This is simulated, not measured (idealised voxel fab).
Name of the process module below: voxel local oxidation
Cross-sectional view cut (width: 190 nm; square cell size: 5 nm).
If you're reading a cross-section in this doc, picture square cells in a grid; it comes to you as bands, top ones listed first down to the bottom, and a band can be one or more rows of cells.
It is stipulated that each band's entry specify, in nanometres, the height of the top of the band and then that of its bottom, followed by the materials of the band in left-to-right sequence, each together with its width in nanometres. A single material marked by the word "full width" is understood to fill the band from edge to edge; the word "empty" is understood to denote empty space.
Convention: height 0 is the level below which the wafer, as received, is all one material. The lowest band does not terminate at the bottom but continues downward, represented as "0 -> down".
The two numbers in a width such as "30->40" mark its ends across the band: the first belongs to the top row of cells, the second to the bottom row, and from each row to the next the width moves by the same amount.
"everything unchanged" -> step changed no cross-section cell.
Look at "Enclosed void listing" for the closed voids: empty spaces with no open path to the top, sized 8 cells or up. Each is width x height at distance, distance from the left edge, all nm.
Step line, after settings: the simulator's comment on this step.
The optional step-line setting "overlay nm" applies to steps with a mask and quantifies how far to the right of its planned location the mask lay, a negative value indicating leftward placement.

PROCESS STEPS - PLAN
| 1 | RECEIVE [material Si] |
| 2 | OXIDIZE [depth nm 5] |
| 3 | CONFORMAL_DEP [material SiN] [thk nm 15] |
| 4 | MASKED_ETCH [tone cover] [mask id ACTIVE] [width nm 90] [etch materials SiN] [depth nm 15] [overlay nm 0] |
| 5 | SELECTIVE_ETCH [etch materials SiO2] [depth nm 5] |
| 6 | OXIDIZE [depth nm 10] |
| 7 | STRIP [etch materials SiN] |

CROSS-SECTIONAL VIEW OF THE WAFER IN ITS AS-RECEIVED CONDITION, CORRESPONDING TO THE STATE AFTER STEP 1
0 -> down | Si full width
Enclosed void listing: none

FIRST WAFER AT THE END, AS PLANNED
0 -> -5 | empty=55 / SiO2=80 / empty=55
-5 -> -15 | SiO2=65 / Si=60 / SiO2=65
-15 -> down | Si full width
Enclosed void listing: none

CROSS-SECTIONAL VIEW OF THE SECOND OF TWO WAFERS UPON COMPLETION OF THE MODULE. THIS WAFER SHARED ITS STARTING CONDITION AND PROCESS PLAN WITH THE FIRST; ONE ERROR WAS MADE DURING ITS EXECUTION
-5 -> -15 | SiO2 full width
-15 -> down | Si full width
Enclosed void listing: none
Diagnosis: plan step 3: skipped, not run
The final cell counts differ between the wafers, with the second having more or fewer of some materials than the first: Si -24, SiO2 +8
